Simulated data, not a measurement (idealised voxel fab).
This is a process module. Its name is voxel trench capacitor.
In the cross-section labelled cut, the width is 195 nm and each square cell is 5 nm.
Just so we're on the same page, the cross-sections are grids of square cells, and they're listed out in bands top to bottom, each band one or more rows deep. Read a band's entry like this: the first values are the height of its top and the height of its bottom in nm, and what follows is the sequence of materials from left to right, each with its width in nm. Note that "blank" is empty space, and that a single material marked "edge to edge" reaches across the band from edge to edge. Heights from 0 (as-received wafer is one material below). Bottom band endless downward, as "0 down". So if you see something like "30 to 40" for the width, read it as the top row of the band sitting at the first number and the bottom row at the second, with every row in between moving by the same amount as the last. "no modifications" after a step means that no cell of the cross-section changed. Closed-off voids of 8+ cells (no open route to the top) go in "Closed void roster", written width x height at distance from the left edge, in nm. Whatever follows a step's settings on its line is a remark the simulator itself makes about that step. overlay nm: mask offset rightward from planned place, masked step; negative means leftward offset.

So here's the lineup of process steps we planned:
| 1 | RECEIVE | material Si |
| 2 | CONFORMAL_DEP | material SiN | thk nm 5 |
| 3 | DIRECTIONAL_DEP | material aC | thk nm 15 |
| 4 | PATTERN | tone open | mask id TRENCH | material resist | width nm 25 | pitch nm 50 | thk nm 30 | overlay nm 0 |
| 5 | DIRECTIONAL_ETCH | etch materials aC | depth nm 15 |
| 6 | STRIP | etch materials resist |
| 7 | DIRECTIONAL_ETCH | etch materials SiN | depth nm 5 |
| 8 | DIRECTIONAL_ETCH | etch materials Si | depth nm 40 |
| 9 | STRIP | etch materials aC |
| 10 | CONFORMAL_DEP | material Al2O3 | thk nm 5 |
| 11 | CONFORMAL_DEP | material TiN | thk nm 5 |
| 12 | FILL_DEP | material W | thk nm 10 |
| 13 | CMP | height nm 5 |

As-received wafer cross-section (after step 1):
> 0 down: Si edge to edge
> Closed void roster: none

As-planned run: cross-section of the first of two wafers at end of module:
> 5 to 0: SiN 35 nm; Al2O3 5 nm; TiN 5 nm; W 5 nm; TiN 5 nm; Al2O3 5 nm; SiN 25 nm; Al2O3 5 nm; TiN 5 nm; W 5 nm; TiN 5 nm; Al2O3 5 nm; SiN 25 nm; Al2O3 5 nm; TiN 5 nm; W 5 nm; TiN 5 nm; Al2O3 5 nm; SiN 35 nm
> 0 to -30: Si 35 nm; Al2O3 5 nm; TiN 5 nm; W 5 nm; TiN 5 nm; Al2O3 5 nm; Si 25 nm; Al2O3 5 nm; TiN 5 nm; W 5 nm; TiN 5 nm; Al2O3 5 nm; Si 25 nm; Al2O3 5 nm; TiN 5 nm; W 5 nm; TiN 5 nm; Al2O3 5 nm; Si 35 nm
> -30 to -35: Si 35 nm; Al2O3 5 nm; TiN 15 nm; Al2O3 5 nm; Si 25 nm; Al2O3 5 nm; TiN 15 nm; Al2O3 5 nm; Si 25 nm; Al2O3 5 nm; TiN 15 nm; Al2O3 5 nm; Si 35 nm
> -35 to -40: Si 35 nm; Al2O3 25 nm; Si 25 nm; Al2O3 25 nm; Si 25 nm; Al2O3 25 nm; Si 35 nm
> -40 down: Si edge to edge
> Closed void roster: none

Cross-section at end of module for the second wafer of two, which matched the first in starting point and plan and differed by one mistake in its processing:
> 5 to 0: SiN 30 nm; Al2O3 5 nm; TiN 5 nm; W 15 nm; TiN 5 nm; Al2O3 5 nm; SiN 15 nm; Al2O3 5 nm; TiN 5 nm; W 15 nm; TiN 5 nm; Al2O3 5 nm; SiN 15 nm; Al2O3 5 nm; TiN 5 nm; W 15 nm; TiN 5 nm; Al2O3 5 nm; SiN 30 nm
> 0 to -30: Si 30 nm; Al2O3 5 nm; TiN 5 nm; W 15 nm; TiN 5 nm; Al2O3 5 nm; Si 15 nm; Al2O3 5 nm; TiN 5 nm; W 15 nm; TiN 5 nm; Al2O3 5 nm; Si 15 nm; Al2O3 5 nm; TiN 5 nm; W 15 nm; TiN 5 nm; Al2O3 5 nm; Si 30 nm
> -30 to -35: Si 30 nm; Al2O3 5 nm; TiN 25 nm; Al2O3 5 nm; Si 15 nm; Al2O3 5 nm; TiN 25 nm; Al2O3 5 nm; Si 15 nm; Al2O3 5 nm; TiN 25 nm; Al2O3 5 nm; Si 30 nm
> -35 to -40: Si 30 nm; Al2O3 35 nm; Si 15 nm; Al2O3 35 nm; Si 15 nm; Al2O3 35 nm; Si 30 nm
> -40 down: Si edge to edge
> Closed void roster: none
Diagnosis: step 4: run off-plan, actual operation and settings PATTERN | tone open | mask id TRENCH | material resist | width nm 35 | pitch nm 50 | thk nm 30 | overlay nm 0
Final comparison by cell count, materials where the second wafer has more or fewer than the first: Al2O3: 6 more | Si: 48 fewer | SiN: 6 fewer | TiN: 6 more | W: 42 more
